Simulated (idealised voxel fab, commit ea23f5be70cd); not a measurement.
Name of the process module below: voxel air gaps
The width of the displayed cross-section, cut, is 250 nm; its cells are square, with a size of 5 nm.
Reading order for cross-sections: top band down to bottom band. Underlying form: a grid of square cells. Band size: one or more rows of cells. Band: top height; bottom height; in nm. Then, left to right: material with width in nm, for each material. "everywhere": a single material spanning edge to edge. "empty": empty space. The level at which height equals 0 is the one under which the wafer, as it arrives, is entirely one material. No lower edge exists for the bottom band, which continues downward and is notated as in "0 -> down". Top row gets the first number, bottom row gets the second, and each row in between changes by the same step: that is how a band width like "30..40" works. The designation "all unchanged", where it is given for a processing step, indicates that no cell of the cross-section was altered in the course of that step. "Entrapped void list" - sealed voids, min. 8 cells, no opening to top; format: width x height at distance (distance from left edge; nm throughout). Where a step's line continues beyond its settings, the continuation is a remark by the simulator itself on that step. overlay nm: mask offset rightward from planned place, masked step; negative means leftward offset.
-- plan
| 1 | op RECEIVE | material Si |
| 2 | op CONFORMAL_DEP | material SiO2 | thk nm 15 |
| 3 | op CONFORMAL_DEP | material SiN | thk nm 5 |
| 4 | op DIRECTIONAL_DEP | material SiO2 | thk nm 35 |
| 5 | op MASKED_ETCH | tone open | mask id LINES | width nm 25 | pitch nm 55 | etch materials SiO2 | depth nm 35 | overlay nm 0 |
| 6 | op CONFORMAL_DEP | material TiN | thk nm 5 |
| 7 | op FILL_DEP | material Cu | thk nm 5 |
| 8 | op CMP | height nm 55 |
| 9 | op EPI | material Ru | thk nm 10 |
| 10 | op SELECTIVE_ETCH | etch materials SiO2 | depth nm 45 |
| 11 | op CONFORMAL_DEP | material SiCN | thk nm 5 |
-- First of two wafers: run as planned
-- Here's what the wafer looked like in cross-section when it arrived - that's after step 1
0 -> down  Si everywhere
Entrapped void list: none
-- Cross-section: wafer state after step 2
15 -> 0  SiO2 everywhere
At heights below 0, the structure remains unaltered.
-- Cross-section: wafer state after step 3
20 -> 15  SiN everywhere
At heights below 15, the structure remains unaltered.
-- Cross-section: wafer state after step 4
55 -> 20  SiO2 everywhere
At heights below 20, the structure remains unaltered.
-- Cross-section: wafer state after step 5
55 -> 20  SiO2 55 nm | empty 25 nm | SiO2 30 nm | empty 25 nm | SiO2 30 nm | empty 25 nm | SiO2 60 nm
At heights below 20, the structure remains unaltered.
-- Cross-section: wafer state after step 6
60 -> 55  TiN 60 nm | empty 15 nm | TiN 40 nm | empty 15 nm | TiN 40 nm | empty 15 nm | TiN 65 nm
55 -> 25  SiO2 55 nm | TiN 5 nm | empty 15 nm | TiN 5 nm | SiO2 30 nm | TiN 5 nm | empty 15 nm | TiN 5 nm | SiO2 30 nm | TiN 5 nm | empty 15 nm | TiN 5 nm | SiO2 60 nm
25 -> 20  SiO2 55 nm | TiN 25 nm | SiO2 30 nm | TiN 25 nm | SiO2 30 nm | TiN 25 nm | SiO2 60 nm
At heights below 20, the structure remains unaltered.
-- Cross-section: wafer state after step 7
65 -> 60  Cu everywhere
60 -> 55  TiN 60 nm | Cu 15 nm | TiN 40 nm | Cu 15 nm | TiN 40 nm | Cu 15 nm | TiN 65 nm
55 -> 25  SiO2 55 nm | TiN 5 nm | Cu 15 nm | TiN 5 nm | SiO2 30 nm | TiN 5 nm | Cu 15 nm | TiN 5 nm | SiO2 30 nm | TiN 5 nm | Cu 15 nm | TiN 5 nm | SiO2 60 nm
At heights below 25, the structure remains unaltered.
-- Cross-section: wafer state after step 8
55 -> 25  SiO2 55 nm | TiN 5 nm | Cu 15 nm | TiN 5 nm | SiO2 30 nm | TiN 5 nm | Cu 15 nm | TiN 5 nm | SiO2 30 nm | TiN 5 nm | Cu 15 nm | TiN 5 nm | SiO2 60 nm
At heights below 25, the structure remains unaltered.
-- Cross-section: wafer state after step 9
65 -> 55  empty 45 nm | Ru 45 nm | empty 10 nm | Ru 45 nm | empty 10 nm | Ru 45 nm | empty 50 nm
At heights below 55, the structure remains unaltered.
-- Cross-section: wafer state after step 10
65 -> 55  empty 45 nm | Ru 45 nm | empty 10 nm | Ru 45 nm | empty 10 nm | Ru 45 nm | empty 50 nm
55 -> 25  empty 55 nm | TiN 5 nm | Cu 15 nm | TiN 5 nm | empty 30 nm | TiN 5 nm | Cu 15 nm | TiN 5 nm | empty 30 nm | TiN 5 nm | Cu 15 nm | TiN 5 nm | empty 60 nm
25 -> 20  empty 55 nm | TiN 25 nm | empty 30 nm | TiN 25 nm | empty 30 nm | TiN 25 nm | empty 60 nm
At heights below 20, the structure remains unaltered.
-- Cross-section: wafer state after step 11
70 -> 65  empty 40 nm | SiCN 165 nm | empty 45 nm
65 -> 55  empty 40 nm | SiCN 5 nm | Ru 45 nm | SiCN 10 nm | Ru 45 nm | SiCN 10 nm | Ru 45 nm | SiCN 5 nm | empty 45 nm
55 -> 50  empty 40 nm | SiCN 15 nm | TiN 5 nm | Cu 15 nm | TiN 5 nm | SiCN 30 nm | TiN 5 nm | Cu 15 nm | TiN 5 nm | SiCN 30 nm | TiN 5 nm | Cu 15 nm | TiN 5 nm | SiCN 15 nm | empty 45 nm
50 -> 25  empty 50 nm | SiCN 5 nm | TiN 5 nm | Cu 15 nm | TiN 5 nm | SiCN 5 nm | empty 20 nm | SiCN 5 nm | TiN 5 nm | Cu 15 nm | TiN 5 nm | SiCN 5 nm | empty 20 nm | SiCN 5 nm | TiN 5 nm | Cu 15 nm | TiN 5 nm | SiCN 5 nm | empty 55 nm
25 -> 20  SiCN 55 nm | TiN 25 nm | SiCN 30 nm | TiN 25 nm | SiCN 30 nm | TiN 25 nm | SiCN 60 nm
At heights below 20, the structure remains unaltered.
Entrapped void list: 20 x 25 at 85; 20 x 25 at 140
-- For the second wafer, take the first wafer's start and plan, then add one mistake made in running it; everything through step 8, that step included, is shared with the first
-- Cross-section, second wafer, at the end time the plan gives for step 9
75 -> 55  empty 35 nm | Ru 175 nm | empty 40 nm
At heights below 55, the structure remains unaltered.
-- Cross-section, second wafer, at the end time the plan gives for step 10
75 -> 55  empty 35 nm | Ru 175 nm | empty 40 nm
55 -> 25  empty 55 nm | TiN 5 nm | Cu 15 nm | TiN 5 nm | SiO2 30 nm | TiN 5 nm | Cu 15 nm | TiN 5 nm | SiO2 30 nm | TiN 5 nm | Cu 15 nm | TiN 5 nm | empty 60 nm
25 -> 20  empty 55 nm | TiN 25 nm | SiO2 30 nm | TiN 25 nm | SiO2 30 nm | TiN 25 nm | empty 60 nm
At heights below 20, the structure remains unaltered.
-- Cross-section, second wafer, at the end time the plan gives for step 11
80 -> 75  empty 30 nm | SiCN 185 nm | empty 35 nm
75 -> 55  empty 30 nm | SiCN 5 nm | Ru 175 nm | SiCN 5 nm | empty 35 nm
55 -> 50  empty 30 nm | SiCN 25 nm | TiN 5 nm | Cu 15 nm | TiN 5 nm | SiO2 30 nm | TiN 5 nm | Cu 15 nm | TiN 5 nm | SiO2 30 nm | TiN 5 nm | Cu 15 nm | TiN 5 nm | SiCN 25 nm | empty 35 nm
50 -> 25  empty 50 nm | SiCN 5 nm | TiN 5 nm | Cu 15 nm | TiN 5 nm | SiO2 30 nm | TiN 5 nm | Cu 15 nm | TiN 5 nm | SiO2 30 nm | TiN 5 nm | Cu 15 nm | TiN 5 nm | SiCN 5 nm | empty 55 nm
25 -> 20  SiCN 55 nm | TiN 25 nm | SiO2 30 nm | TiN 25 nm | SiO2 30 nm | TiN 25 nm | SiCN 60 nm
At heights below 20, the structure remains unaltered.
Want to know what went wrong? heads up, step 9 of the plan got done twice
Final tally in cells, some materials are higher or lower on the second wafer than on the first: Ru: 86 more; SiCN: 40 fewer; SiO2: 84 more
Final closed voids: first wafer 2, second wafer 0.
